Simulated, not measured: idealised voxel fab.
Module name: voxel self aligned contacts (process module)
Each square cell in cross-section cut measures 5 nm, and the section as a whole is 195 nm wide.
Cross-sections here: square-cell grids, written as top-down lists of bands, a band being one or more rows of cells.
A band entry consists of two parts. The first gives the height of the band's top and the height of its bottom, in nm. The rest lists the band's materials from left to right, each with its width in nm. A single material labelled with the word "edge to edge" fills the band from edge to edge, and the word "blank" marks empty space.
Basically, 0 is our baseline, since under it the wafer straight out of the box is all one material. The bottom band has no lower end and keeps on going down, so it looks like "z 0 and below".
A width given as "30..40" starts at the first number in the band's top row and ends at the second number in its bottom row, shifting by an equal amount at every step from row to row.
Take "all unchanged" at face value: in the step it is given for, the cross-section changed in none of its cells.
Heads up: "Sealed void listing" only lists the empty pockets with no open path to the top that are 8 cells or more, and it writes them as width x height at distance, distance from the left edge, in nm.
What comes after the settings on a step's line is commentary from the simulator itself on that step.
Steps that use a mask can have "overlay nm" on their line. It says how far the mask sat to the right of where it was meant to be. Negative means to the left.
### The steps planned for the process are as follows
1) RECEIVE with material Si
2) CONFORMAL_DEP with material SiO2, thk nm 5
3) DIRECTIONAL_DEP with material polySi, thk nm 25
4) DIRECTIONAL_DEP with material SiN, thk nm 25
5) DIRECTIONAL_DEP with material aC, thk nm 15
6) PATTERN with tone cover, mask id GATE, material resist, width nm 25, pitch nm 65, thk nm 35, overlay nm 0
7) DIRECTIONAL_ETCH with etch materials aC, depth nm 15
8) STRIP with etch materials resist
9) DIRECTIONAL_ETCH with etch materials SiN, depth nm 25
10) DIRECTIONAL_ETCH with etch materials polySi, depth nm 25
11) STRIP with etch materials aC
12) CONFORMAL_DEP with material SiN, thk nm 10
13) DIRECTIONAL_ETCH with etch materials SiN, depth nm 10
14) FILL_DEP with material SiO2, thk nm 15
15) CMP with height nm 60
16) MASKED_ETCH with tone open, mask id CONTACT, width nm 50, etch materials SiO2, depth nm 60, overlay nm 0
17) CONFORMAL_DEP with material TiN, thk nm 5
18) FILL_DEP with material Ru, thk nm 5
19) CMP with height nm 60
20) CONFORMAL_DEP with material SiN, thk nm 5
### Shown in cross-section is the wafer as received, that is, as it stands after step 1
    z 0 and below: Si edge to edge
    Sealed void listing: none
### Here's the wafer cut in cross-section after the module, started and planned just like above, except one thing was done wrong in the run
    z 65 to 60: SiN edge to edge
    z 60 to 50: SiO2 (70), TiN (5), Ru (40), TiN (5), SiO2 (75)
    z 50 to 45: SiO2 (70), TiN (10), Ru (30), TiN (10), SiO2 (75)
    z 45 to 30: SiO2 (50), SiN (25), TiN (5), Ru (30), TiN (5), SiN (25), SiO2 (55)
    z 30 to 5: SiO2 (50), polySi (25), TiN (5), Ru (30), TiN (5), polySi (25), SiO2 (55)
    z 5 to 0: SiO2 (75), TiN (40), SiO2 (80)
    z 0 and below: Si edge to edge
    Sealed void listing: none
Heads up, the wafer didn't run the way we planned it: heads up, step 12 of the plan was skipped and never actually ran
